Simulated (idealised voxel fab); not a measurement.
process module | voxel transistor to metal
cross-section cut | 215 nm wide | cells 5 nm
A cross-section is a grid of square cells, given in bands from the top down. A band is one or more rows of cells.
Each band's line starts with the height of the band's top and of its bottom, in nm. Then come its materials from left to right, each with its width in nm. One material with "throughout" fills the band from edge to edge. "air" is empty space.
Height 0 is the level under which the wafer as received is all one material. The lowest band goes on downwards, as in "0 down".
A width such as "30 to 40" changes by the same amount from each row of cells to the next, from the band's top row to its bottom row.
"no change" after a step means that no cell of the cross-section changed.
closed voids: empty space of 8 cells or more with no open way to the top, each as width x height at its distance from the left edge, in nm
after a step's settings: what the simulator itself notes on the step
overlay nm, on a step with a mask: how far to the right of its planned place the mask lay; to the left if negative
plan
1 op RECEIVE | material Si
2 op CONFORMAL_DEP | material SiO2 | thk nm 5
3 op CONFORMAL_DEP | material SiN | thk nm 15
4 op MASKED_ETCH | tone cover | mask id ACTIVE | width nm 110 | etch materials SiN | depth nm 15 | overlay nm 0
5 op MASKED_ETCH | tone cover | mask id ACTIVE | width nm 110 | etch materials SiO2 | depth nm 5 | overlay nm 0
6 op MASKED_ETCH | tone cover | mask id ACTIVE | width nm 110 | etch materials Si | depth nm 25 | overlay nm 0
7 op OXIDIZE | depth nm 5
8 op FILL_DEP | material SiO2 | thk nm 15
9 op CMP | height nm 20
10 op SELECTIVE_ETCH | etch materials SiO2 | depth nm 15
11 op STRIP | etch materials SiN
12 op SELECTIVE_ETCH | etch materials SiO2 | depth nm 5
13 op OXIDIZE | depth nm 5
14 op DIRECTIONAL_DEP | material polySi | thk nm 30
15 op DIRECTIONAL_DEP | material SiCN | thk nm 15
16 op DIRECTIONAL_DEP | material aC | thk nm 15
17 op PATTERN | tone cover | mask id GATE | material resist | width nm 30 | thk nm 30 | overlay nm 0
18 op DIRECTIONAL_ETCH | etch materials aC | depth nm 15
19 op STRIP | etch materials resist
20 op DIRECTIONAL_ETCH | etch materials SiCN | depth nm 25
21 op DIRECTIONAL_ETCH | etch materials polySi | depth nm 40
22 op STRIP | etch materials aC
23 op CONFORMAL_DEP | material SiO2 | thk nm 5
24 op DIRECTIONAL_ETCH | etch materials SiO2 | depth nm 5
25 op CONFORMAL_DEP | material SiN | thk nm 5
26 op DIRECTIONAL_ETCH | etch materials SiN | depth nm 5
27 op DIRECTIONAL_ETCH | etch materials SiO2 | depth nm 5
28 op DIRECTIONAL_ETCH | etch materials Si | depth nm 5
29 op EPI | material pSi | thk nm 5
30 op FILL_DEP | material SiO2 | thk nm 5
31 op CMP | height nm 30
32 op STRIP | etch materials polySi
33 op SELECTIVE_ETCH | etch materials SiO2 | depth nm 5
34 op CONFORMAL_DEP | material HfO2 | thk nm 5
35 op CONFORMAL_DEP | material TiN | thk nm 5
36 op FILL_DEP | material W | thk nm 5
37 op CMP | height nm 25
38 op DIRECTIONAL_DEP | material SiO2 | thk nm 15
39 op DIRECTIONAL_DEP | material aC | thk nm 15
40 op PATTERN | tone open | mask id CONTACT | material resist | width nm 20 | pitch nm 80 | thk nm 30 | overlay nm 0
41 op DIRECTIONAL_ETCH | etch materials aC | depth nm 15
42 op STRIP | etch materials resist
43 op DIRECTIONAL_ETCH | etch materials SiO2 | depth nm 45
44 op STRIP | etch materials aC
45 op CONFORMAL_DEP | material TiN | thk nm 5
46 op FILL_DEP | material W | thk nm 10
47 op CMP | height nm 40
48 op DIRECTIONAL_DEP | material TiN | thk nm 5
49 op DIRECTIONAL_DEP | material Ru | thk nm 20
50 op DIRECTIONAL_DEP | material aC | thk nm 10
51 op PATTERN | tone cover | mask id METAL_1 | material resist | width nm 20 | pitch nm 80 | thk nm 25 | overlay nm 0
52 op DIRECTIONAL_ETCH | etch materials aC | depth nm 10
53 op STRIP | etch materials resist
54 op DIRECTIONAL_ETCH | etch materials Ru | depth nm 20
55 op DIRECTIONAL_ETCH | etch materials TiN | depth nm 5
56 op STRIP | etch materials aC
57 op CONFORMAL_DEP | material SiCN | thk nm 5
58 op FILL_DEP | material SiO2 | thk nm 10
59 op CMP | height nm 65
60 op CONFORMAL_DEP | material SiCN | thk nm 5
as received, after step 1
  0 down: Si throughout
  closed voids: none
a wafer at the end: this start, this plan, one mistake
  70 to 65: SiCN throughout
  65 to 45: SiO2 50 | SiCN 5 | Ru 20 | SiCN 5 | SiO2 50 | SiCN 5 | Ru 20 | SiCN 5 | SiO2 55
  45 to 40: SiCN 55 | TiN 20 | SiCN 60 | TiN 20 | SiCN 60
  40 to 25: SiO2 55 | TiN 5 | W 10 | TiN 5 | SiO2 60 | TiN 5 | W 10 | TiN 5 | SiO2 60
  25 to 5: SiO2 55 | TiN 5 | W 10 | TiN 5 | SiO2 5 | SiN 5 | HfO2 5 | TiN 5 | W 20 | TiN 5 | HfO2 5 | SiN 5 | SiO2 5 | TiN 5 | W 10 | TiN 5 | SiO2 60
  5 to 0: SiO2 55 | TiN 5 | W 10 | TiN 5 | SiO2 5 | SiN 5 | HfO2 5 | TiN 30 | HfO2 5 | SiN 5 | SiO2 5 | TiN 5 | W 10 | TiN 5 | SiO2 60
  0 to -5: SiO2 55 | TiN 20 | SiO2 10 | HfO2 40 | SiO2 10 | TiN 20 | SiO2 60
  -5 to -15: SiO2 throughout
  -15 to -30: SiO2 55 | Si 100 | SiO2 60
  -30 down: Si throughout
  closed voids: none
what went wrong: step 13 ran as: op OXIDIZE | depth nm 15
